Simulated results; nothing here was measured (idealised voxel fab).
You're looking at the process module voxel trench capacitor.
cross-section cut | 210 nm wide | cells 5 nm
Think of the cross-section as a grid of square cells. We describe it in bands, top to bottom, and each band covers one or more rows of those cells. This entry defines a band. It first specifies the height of the band's top and the height of its bottom in nm, and then specifies the band's materials from left to right, stating each material with its width in nm. The word "everywhere" identifies a single material that fills the band from edge to edge, while the word "blank" identifies empty space. The level at which height equals 0 is the one under which the wafer, as it arrives, is entirely one material. No lower edge exists for the bottom band, which continues downward and is notated as in "0 down". It should be noted that a width expressed as "30..40" varies in equal increments from row to row of cells within the band, taking the value of the first number at the top row and that of the second number at the bottom row. "remained the same" after a step means that no cell of the cross-section changed. "Enclosed void listing" contains a list of empty spaces, each no smaller than 8 cells and without an open way to the top, written in the form width x height at distance with the distance from the left edge and all three in nm. Heads up: the bit after the settings on a step's line is the simulator's remark on that step. "overlay nm", when on a step's line for a step with a mask, measures how far to the right of its planned place the mask lay; a negative measure means to the left.
[Planned step list for the process]
- 1: RECEIVE, material Si
- 2: CONFORMAL_DEP, material SiN, thk nm 5
- 3: MASKED_ETCH, tone open, mask id TRENCH, width nm 30, pitch nm 60, etch materials SiN, depth nm 5, overlay nm 0
- 4: MASKED_ETCH, tone open, mask id TRENCH, width nm 30, pitch nm 60, etch materials Si, depth nm 30, overlay nm 0
- 5: CONFORMAL_DEP, material Al2O3, thk nm 5
- 6: CONFORMAL_DEP, material TiN, thk nm 5
- 7: FILL_DEP, material W, thk nm 10
- 8: CMP, height nm 5
Be aware that, although all wafers share a common starting state, the thk nm at step 5 differs among them, and the plan displays the first wafer's value.
[First of several wafers (as received, post step 1), cross-sectional view]
- 0 down | Si everywhere
- Enclosed void listing: none
[Basically each wafer gets a line in the table, showing it at the end of the module: material by material, the cells it gained (+) or lost (-) since we got it, then its closed voids]
thk nm 5; +54 Al2O3; -108 Si; +24 SiN; +42 TiN; +30 W; Enclosed void listing: none
thk nm 10; +96 Al2O3; -108 Si; +24 SiN; +30 TiN; Enclosed void listing: none
thk nm 15; +126 Al2O3; -108 Si; +24 SiN; Enclosed void listing: none
thk nm 20; +126 Al2O3; -108 Si; +24 SiN; Enclosed void listing: none
